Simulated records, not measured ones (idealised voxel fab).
Name of the process module below: voxel wiring stack
This is section cut - it's 245 nm across, gridded in 5 nm square cells.
A cross-section in this document is a grid of square cells, and it is written down as bands, the top band listed before the ones below it; a band is made up of one or more rows of cells.
The entry gives the band's vertical extent as a top height and a bottom height in nm, then its horizontal make-up as materials from left to right, each with a width in nm. "air" stands for empty space; a single material marked "full width" fills the band edge to edge.
Height is counted from the level 0, under which the received wafer is composed throughout of one material. The lowest of the bands is not closed at the bottom but continues downward, in the notation "0 down".
When a width is written as two numbers, as in "30->40", the first number is the width in the top row of cells of the band and the second is the width in its bottom row, and the width changes by the same amount from each row to the next.
Step note "no change occurred" = no cross-section cell changed.
You'll see "Unvented cavities" listing empty spaces that have no way open to the top, as long as they're 8 cells or more; the notation is width x height at distance, where the distance is from the left edge, and all of it is in nm.
It should be noted that, on the line of a given step, the content following the step's settings is a remark produced by the simulator itself with respect to that step.
"overlay nm" denotes, for a step that has a mask, the displacement of the mask to the right of its planned place, with negative values corresponding to the left.
## Process steps (planned)
1) RECEIVE,material Si
2) CONFORMAL_DEP,material SiO2,thk nm 10
3) CONFORMAL_DEP,material SiCN,thk nm 5
4) DIRECTIONAL_DEP,material SiO2,thk nm 20
5) MASKED_ETCH,tone open,mask id METAL_1,width nm 30,pitch nm 60,etch materials SiO2,depth nm 20,overlay nm 0
6) MASKED_ETCH,tone open,mask id METAL_1,width nm 30,pitch nm 60,etch materials SiCN,depth nm 5,overlay nm 0
7) CONFORMAL_DEP,material TiN,thk nm 5
8) FILL_DEP,material W,thk nm 10
9) CMP,height nm 35
10) CONFORMAL_DEP,material SiCN,thk nm 5
11) DIRECTIONAL_DEP,material lowk,thk nm 20
12) PATTERN,tone open,mask id PLUG_1,material resist,width nm 15,pitch nm 60,thk nm 15,overlay nm 0
13) DIRECTIONAL_ETCH,etch materials lowk,depth nm 20
14) DIRECTIONAL_ETCH,etch materials SiCN,depth nm 5
15) STRIP,etch materials resist
16) EPI,material Ru,thk nm 10
17) EPI,material Ru,thk nm 10
18) EPI,material Ru,thk nm 5
19) DIRECTIONAL_DEP,material TiN,thk nm 5
20) DIRECTIONAL_DEP,material Ru,thk nm 25
21) PATTERN,tone cover,mask id METAL_2,material resist,width nm 30,pitch nm 60,thk nm 15,overlay nm 0
22) DIRECTIONAL_ETCH,etch materials Ru,depth nm 25
23) DIRECTIONAL_ETCH,etch materials TiN,depth nm 5
24) STRIP,etch materials resist
25) FILL_DEP,material lowk,thk nm 10
26) CMP,height nm 90
27) CONFORMAL_DEP,material SiCN,thk nm 5
28) DIRECTIONAL_DEP,material SiO2,thk nm 30
29) PATTERN,tone open,mask id METAL_3,material resist,width nm 30,pitch nm 60,thk nm 20,overlay nm 0
30) DIRECTIONAL_ETCH,etch materials SiO2,depth nm 20
31) STRIP,etch materials resist
32) PATTERN,tone open,mask id METAL_3_HOLES,material resist,width nm 15,pitch nm 60,thk nm 15,overlay nm 0
33) DIRECTIONAL_ETCH,etch materials SiO2,depth nm 10
34) DIRECTIONAL_ETCH,etch materials SiCN,depth nm 5
35) STRIP,etch materials resist
36) CONFORMAL_DEP,material TiN,thk nm 5
37) FILL_DEP,material Ru,thk nm 5
38) CMP,height nm 125
39) CONFORMAL_DEP,material SiCN,thk nm 5
## Incoming wafer in cross-section (state: after step 1)
* 0 down  Si full width
* Unvented cavities: none
## Cross-section, first of two wafers, end of module, run as planned
* 130 to 125  SiCN full width
* 125 to 110  SiO2 (45) / TiN (5) / Ru (20) / TiN (5) / SiO2 (30) / TiN (5) / Ru (20) / TiN (5) / SiO2 (30) / TiN (5) / Ru (20) / TiN (5) / SiO2 (50)
* 110 to 105  SiO2 (45) / TiN (5) / Ru (5) / TiN (20) / SiO2 (30) / TiN (5) / Ru (5) / TiN (20) / SiO2 (30) / TiN (5) / Ru (5) / TiN (20) / SiO2 (50)
* 105 to 95  SiO2 (45) / TiN (5) / Ru (5) / TiN (5) / SiO2 (45) / TiN (5) / Ru (5) / TiN (5) / SiO2 (45) / TiN (5) / Ru (5) / TiN (5) / SiO2 (65)
* 95 to 90  SiCN (45) / TiN (15) / SiCN (45) / TiN (15) / SiCN (45) / TiN (15) / SiCN (65)
* 90 to 65  lowk (45) / Ru (30) / lowk (30) / Ru (30) / lowk (30) / Ru (30) / lowk (50)
* 65 to 60  lowk (45) / TiN (30) / lowk (30) / TiN (30) / lowk (30) / TiN (30) / lowk (50)
* 60 to 40  lowk (45) / Ru (15) / lowk (45) / Ru (15) / lowk (45) / Ru (15) / lowk (65)
* 40 to 35  SiCN (45) / Ru (15) / SiCN (45) / Ru (15) / SiCN (45) / Ru (15) / SiCN (65)
* 35 to 15  SiO2 (45) / TiN (5) / W (20) / TiN (5) / SiO2 (30) / TiN (5) / W (20) / TiN (5) / SiO2 (30) / TiN (5) / W (20) / TiN (5) / SiO2 (50)
* 15 to 10  SiCN (45) / TiN (30) / SiCN (30) / TiN (30) / SiCN (30) / TiN (30) / SiCN (50)
* 10 to 0  SiO2 full width
* 0 down  Si full width
* Unvented cavities: none
## Cross-sectional view of the second of two wafers upon completion of the module. This wafer shared its starting condition and process plan with the first; one error was made during its execution
* 130 to 125  SiCN full width
* 125 to 120  Ru full width
* 120 to 115  TiN (50) / Ru (20) / TiN (40) / Ru (20) / TiN (40) / Ru (20) / TiN (55)
* 115 to 100  SiO2 (45) / TiN (5) / Ru (20) / TiN (5) / SiO2 (30) / TiN (5) / Ru (20) / TiN (5) / SiO2 (30) / TiN (5) / Ru (20) / TiN (5) / SiO2 (50)
* 100 to 95  SiO2 (45) / TiN (5) / Ru (5) / TiN (20) / SiO2 (30) / TiN (5) / Ru (5) / TiN (20) / SiO2 (30) / TiN (5) / Ru (5) / TiN (20) / SiO2 (50)
* 95 to 85  SiO2 (45) / TiN (5) / Ru (5) / TiN (5) / SiO2 (45) / TiN (5) / Ru (5) / TiN (5) / SiO2 (45) / TiN (5) / Ru (5) / TiN (5) / SiO2 (65)
* 85 to 80  SiCN (45) / TiN (15) / SiCN (45) / TiN (15) / SiCN (45) / TiN (15) / SiCN (65)
* 80 to 65  lowk (45) / Ru (30) / lowk (30) / Ru (30) / lowk (30) / Ru (30) / lowk (50)
* 65 to 60  lowk (45) / TiN (30) / lowk (30) / TiN (30) / lowk (30) / TiN (30) / lowk (50)
* 60 to 40  lowk (45) / Ru (15) / lowk (45) / Ru (15) / lowk (45) / Ru (15) / lowk (65)
* 40 to 35  SiCN (45) / Ru (15) / SiCN (45) / Ru (15) / SiCN (45) / Ru (15) / SiCN (65)
* 35 to 15  SiO2 (45) / TiN (5) / W (20) / TiN (5) / SiO2 (30) / TiN (5) / W (20) / TiN (5) / SiO2 (30) / TiN (5) / W (20) / TiN (5) / SiO2 (50)
* 15 to 10  SiCN (45) / TiN (30) / SiCN (30) / TiN (30) / SiCN (30) / TiN (30) / SiCN (50)
* 10 to 0  SiO2 full width
* 0 down  Si full width
* Unvented cavities: none
The mistake made against the process plan was this: not per plan at step 26, really ran CMP,height nm 80
The final cell counts differ between the wafers, with the second having more or fewer of some materials than the first: +25 Ru; +37 TiN; -62 lowk
